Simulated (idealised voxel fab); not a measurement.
Process module name: voxel transistor to metal
Square cells of 5 nm make up the cross-section cut, whose width is 215 nm.
Cross-section spec: square-cell grid; bands listed top down; each band is one or more rows.
What a band's entry tells you: where the top is and where the bottom is, as heights in nm, and after that what lies inside, material by material from left to right, each with its width in nm. Empty space is written as the word "air", and a single material marked with the word "throughout" occupies the band from edge to edge.
Height datum 0, below which the as-received substrate wafer is one material. Lowest band open at the bottom, running downward: "0..down".
Width "30..40": first value at the band's top row of cells, second value at its bottom row, equal change from row to row.
Step note "nothing different" = no cross-section cell changed.
Closed voids list: empty space of 8 cells or more with no open way to the top, each as width x height at its distance from the left edge, in nm
Note: text after step settings on the step line = simulator remark on that step.
When a step includes a mask, the "overlay nm" setting on its line states how far to the right of its planned place that mask lay, and negative values state how far to the left.
Listed below are the process steps as planned:
step 1: RECEIVE: material Si
step 2: OXIDIZE: depth nm 5
step 3: CONFORMAL_DEP: material SiN, thk nm 15
step 4: MASKED_ETCH: tone cover, mask id ACTIVE, width nm 105, etch materials SiN, depth nm 15, overlay nm 0
step 5: MASKED_ETCH: tone cover, mask id ACTIVE, width nm 105, etch materials SiO2, depth nm 5, overlay nm 0
step 6: MASKED_ETCH: tone cover, mask id ACTIVE, width nm 105, etch materials Si, depth nm 25, overlay nm 0
step 7: OXIDIZE: depth nm 5
step 8: FILL_DEP: material SiO2, thk nm 15
step 9: CMP: height nm 15
step 10: SELECTIVE_ETCH: etch materials SiO2, depth nm 10
step 11: STRIP: etch materials SiN
step 12: SELECTIVE_ETCH: etch materials SiO2, depth nm 5
step 13: OXIDIZE: depth nm 5
step 14: DIRECTIONAL_DEP: material polySi, thk nm 25
step 15: DIRECTIONAL_DEP: material SiCN, thk nm 10
step 16: PATTERN: tone cover, mask id GATE, material resist, width nm 15, thk nm 15, overlay nm 0
step 17: DIRECTIONAL_ETCH: etch materials SiCN, depth nm 20
step 18: DIRECTIONAL_ETCH: etch materials polySi, depth nm 35
step 19: STRIP: etch materials resist
step 20: CONFORMAL_DEP: material SiO2, thk nm 5
step 21: DIRECTIONAL_ETCH: etch materials SiO2, depth nm 5
step 22: CONFORMAL_DEP: material SiN, thk nm 10
step 23: DIRECTIONAL_ETCH: etch materials SiN, depth nm 10
step 24: DIRECTIONAL_ETCH: etch materials SiO2, depth nm 5
step 25: DIRECTIONAL_ETCH: etch materials Si, depth nm 5
step 26: EPI: material nSi, thk nm 10
step 27: FILL_DEP: material SiO2, thk nm 10
step 28: CMP: height nm 30
step 29: DIRECTIONAL_DEP: material SiO2, thk nm 10
step 30: MASKED_ETCH: tone open, mask id CONTACT, width nm 20, pitch nm 75, etch materials SiO2, depth nm 40, overlay nm 0
step 31: CONFORMAL_DEP: material TiN, thk nm 5
step 32: FILL_DEP: material W, thk nm 10
step 33: CMP: height nm 40
step 34: DIRECTIONAL_DEP: material TiN, thk nm 5
step 35: DIRECTIONAL_DEP: material W, thk nm 15
step 36: MASKED_ETCH: tone cover, mask id METAL_1, width nm 20, pitch nm 75, etch materials W, depth nm 15, overlay nm 0
step 37: MASKED_ETCH: tone cover, mask id METAL_1, width nm 20, pitch nm 75, etch materials TiN, depth nm 5, overlay nm 0
step 38: CONFORMAL_DEP: material SiN, thk nm 5
step 39: FILL_DEP: material lowk, thk nm 10
step 40: CMP: height nm 60
step 41: CONFORMAL_DEP: material SiCN, thk nm 5
step 42: DIRECTIONAL_DEP: material SiO2, thk nm 35
step 43: PATTERN: tone open, mask id METAL_2_HOLES, material resist, width nm 15, pitch nm 75, thk nm 20, overlay nm 0
step 44: DIRECTIONAL_ETCH: etch materials SiO2, depth nm 35
step 45: STRIP: etch materials resist
step 46: DIRECTIONAL_DEP: material aC, thk nm 15
step 47: PATTERN: tone open, mask id METAL_2, material resist, width nm 20, pitch nm 75, thk nm 30, overlay nm 0
step 48: DIRECTIONAL_ETCH: etch materials aC, depth nm 15
step 49: STRIP: etch materials resist
step 50: DIRECTIONAL_ETCH: etch materials SiO2, depth nm 20
step 51: DIRECTIONAL_ETCH: etch materials SiCN, depth nm 5
step 52: STRIP: etch materials aC
step 53: CONFORMAL_DEP: material TiN, thk nm 5
step 54: FILL_DEP: material Ru, thk nm 10
step 55: CMP: height nm 100
step 56: CONFORMAL_DEP: material SiN, thk nm 5
Cross-section of the incoming wafer, state after step 1:
  0..down  Si throughout
  Closed voids list: none
The plan above was carried out on the starting structure above with one mistake, and this cross-section shows the wafer at the end of the module:
  105..100  W throughout
  100..85  SiO2 (60), TiN (5), Ru (10), TiN (5), SiO2 (55), TiN (5), Ru (10), TiN (5), SiO2 (60)
  85..80  SiO2 (60), TiN (5), Ru (5), TiN (10), SiO2 (55), TiN (5), Ru (5), TiN (10), SiO2 (60)
  80..65  SiO2 (60), TiN (5), Ru (5), TiN (5), SiO2 (60), TiN (5), Ru (5), TiN (5), SiO2 (65)
  65..60  SiCN (60), TiN (15), SiCN (60), TiN (15), SiCN (65)
  60..45  lowk (55), SiN (5), W (20), SiN (5), lowk (45), SiN (5), W (20), SiN (5), lowk (55)
  45..40  SiN (60), TiN (20), SiN (55), TiN (20), SiN (60)
  40..30  SiO2 (60), TiN (5), W (10), TiN (5), SiO2 (55), TiN (5), W (10), TiN (5), SiO2 (60)
  30..20  SiO2 (60), TiN (5), W (10), TiN (5), SiO2 (5), SiN (10), SiO2 (5), SiCN (15), SiO2 (5), SiN (10), SiO2 (5), TiN (5), W (10), TiN (5), SiO2 (60)
  20..5  SiO2 (60), TiN (5), W (10), TiN (5), SiO2 (5), SiN (10), SiO2 (5), polySi (15), SiO2 (5), SiN (10), SiO2 (5), TiN (5), W (10), TiN (5), SiO2 (60)
  5..0  SiO2 (60), TiN (20), SiO2 (5), SiN (10), SiO2 (5), polySi (15), SiO2 (5), SiN (10), SiO2 (5), TiN (20), SiO2 (60)
  0..-5  SiO2 (55), SiN (10), nSi (20), SiN (10), SiO2 (5), polySi (15), SiO2 (5), SiN (10), nSi (20), SiN (10), SiO2 (55)
  -5..-10  SiO2 (65), nSi (20), SiO2 (45), nSi (20), SiO2 (65)
  -10..-15  SiO2 (60), Si (5), nSi (20), Si (45), nSi (20), Si (5), SiO2 (60)
  -15..-35  SiO2 (60), Si (95), SiO2 (60)
  -35..down  Si throughout
  Closed voids list: none
What was done differently from what was planned? step 56 deviated from plan and actually ran as CONFORMAL_DEP: material W, thk nm 5
